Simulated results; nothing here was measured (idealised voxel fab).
process module | voxel air gaps
cross-section cut | 190 nm wide | cells 5 nm
A cross-section is a grid of square cells, given in bands from the top down. A band is one or more rows of cells.
Each band's line starts with the height of the band's top and of its bottom, in nm. Then come its materials from left to right, each with its width in nm. One material with "throughout" fills the band from edge to edge. "air" is empty space.
Height 0 is the level under which the wafer as received is all one material. The lowest band goes on downwards, as in "0 down".
A width such as "30 to 40" changes by the same amount from each row of cells to the next, from the band's top row to its bottom row.
"no change" after a step means that no cell of the cross-section changed.
closed voids: empty space of 8 cells or more with no open way to the top, each as width x height at its distance from the left edge, in nm
after a step's settings: what the simulator itself notes on the step
overlay nm, on a step with a mask: how far to the right of its planned place the mask lay; to the left if negative
plan
1 op RECEIVE | material Si
2 op CONFORMAL_DEP | material SiO2 | thk nm 15
3 op CONFORMAL_DEP | material SiCN | thk nm 5
4 op DIRECTIONAL_DEP | material lowk | thk nm 35
5 op DIRECTIONAL_DEP | material aC | thk nm 15
6 op PATTERN | tone open | mask id LINES | material resist | width nm 15 | pitch nm 45 | thk nm 30 | overlay nm 0
7 op DIRECTIONAL_ETCH | etch materials aC | depth nm 15
8 op STRIP | etch materials resist
9 op DIRECTIONAL_ETCH | etch materials lowk | depth nm 35
10 op STRIP | etch materials aC
11 op CONFORMAL_DEP | material TiN | thk nm 5
12 op FILL_DEP | material Cu | thk nm 10
13 op CMP | height nm 55
14 op EPI | material Ru | thk nm 10
15 op SELECTIVE_ETCH | etch materials lowk | depth nm 45
16 op CONFORMAL_DEP | material SiCN | thk nm 5
varied across the wafers: thk nm of step 3. The plan shows the first wafer's value. All wafers start alike
first wafer as received, after step 1
  0 down: Si throughout
  closed voids: none
first wafer at the end, after step 16
  70 to 65: air 25 | SiCN 135 | air 30
  65 to 55: air 25 | SiCN 5 | Ru 35 | SiCN 10 | Ru 35 | SiCN 10 | Ru 35 | SiCN 5 | air 30
  55 to 50: air 25 | SiCN 15 | TiN 5 | Cu 5 | TiN 5 | SiCN 30 | TiN 5 | Cu 5 | TiN 5 | SiCN 30 | TiN 5 | Cu 5 | TiN 5 | SiCN 15 | air 30
  50 to 25: air 35 | SiCN 5 | TiN 5 | Cu 5 | TiN 5 | SiCN 5 | air 20 | SiCN 5 | TiN 5 | Cu 5 | TiN 5 | SiCN 5 | air 20 | SiCN 5 | TiN 5 | Cu 5 | TiN 5 | SiCN 5 | air 40
  25 to 20: SiCN 40 | TiN 15 | SiCN 30 | TiN 15 | SiCN 30 | TiN 15 | SiCN 45
  20 to 15: SiCN throughout
  15 to 0: SiO2 throughout
  0 down: Si throughout
  closed voids: 20 x 25 at 60; 20 x 25 at 105
last wafer at the end
  70 to 65: air 25 | SiCN 135 | air 30
  65 to 55: air 25 | SiCN 5 | Ru 35 | SiCN 10 | Ru 35 | SiCN 10 | Ru 35 | SiCN 5 | air 30
  55 to 50: air 25 | SiCN 15 | TiN 5 | Cu 5 | TiN 5 | SiCN 30 | TiN 5 | Cu 5 | TiN 5 | SiCN 30 | TiN 5 | Cu 5 | TiN 5 | SiCN 15 | air 30
  50 to 40: air 35 | SiCN 5 | TiN 5 | Cu 5 | TiN 5 | SiCN 5 | air 20 | SiCN 5 | TiN 5 | Cu 5 | TiN 5 | SiCN 5 | air 20 | SiCN 5 | TiN 5 | Cu 5 | TiN 5 | SiCN 5 | air 40
  40 to 35: SiCN 40 | TiN 15 | SiCN 30 | TiN 15 | SiCN 30 | TiN 15 | SiCN 45
  35 to 15: SiCN throughout
  15 to 0: SiO2 throughout
  0 down: Si throughout
  closed voids: 20 x 10 at 60; 20 x 10 at 105
each wafer at the end: cells of each material gained (+) or lost (-) since it was received, then its closed voids
thk nm 5 | +18 Cu | +42 Ru | +154 SiCN | +114 SiO2 | +45 TiN | closed voids: 20 x 25 at 60; 20 x 25 at 105
thk nm 10 | +15 Cu | +42 Ru | +186 SiCN | +114 SiO2 | +39 TiN | closed voids: 20 x 20 at 60; 20 x 20 at 105
thk nm 15 | +12 Cu | +42 Ru | +218 SiCN | +114 SiO2 | +33 TiN | closed voids: 20 x 15 at 60; 20 x 15 at 105
thk nm 20 | +9 Cu | +42 Ru | +250 SiCN | +114 SiO2 | +27 TiN | closed voids: 20 x 10 at 60; 20 x 10 at 105
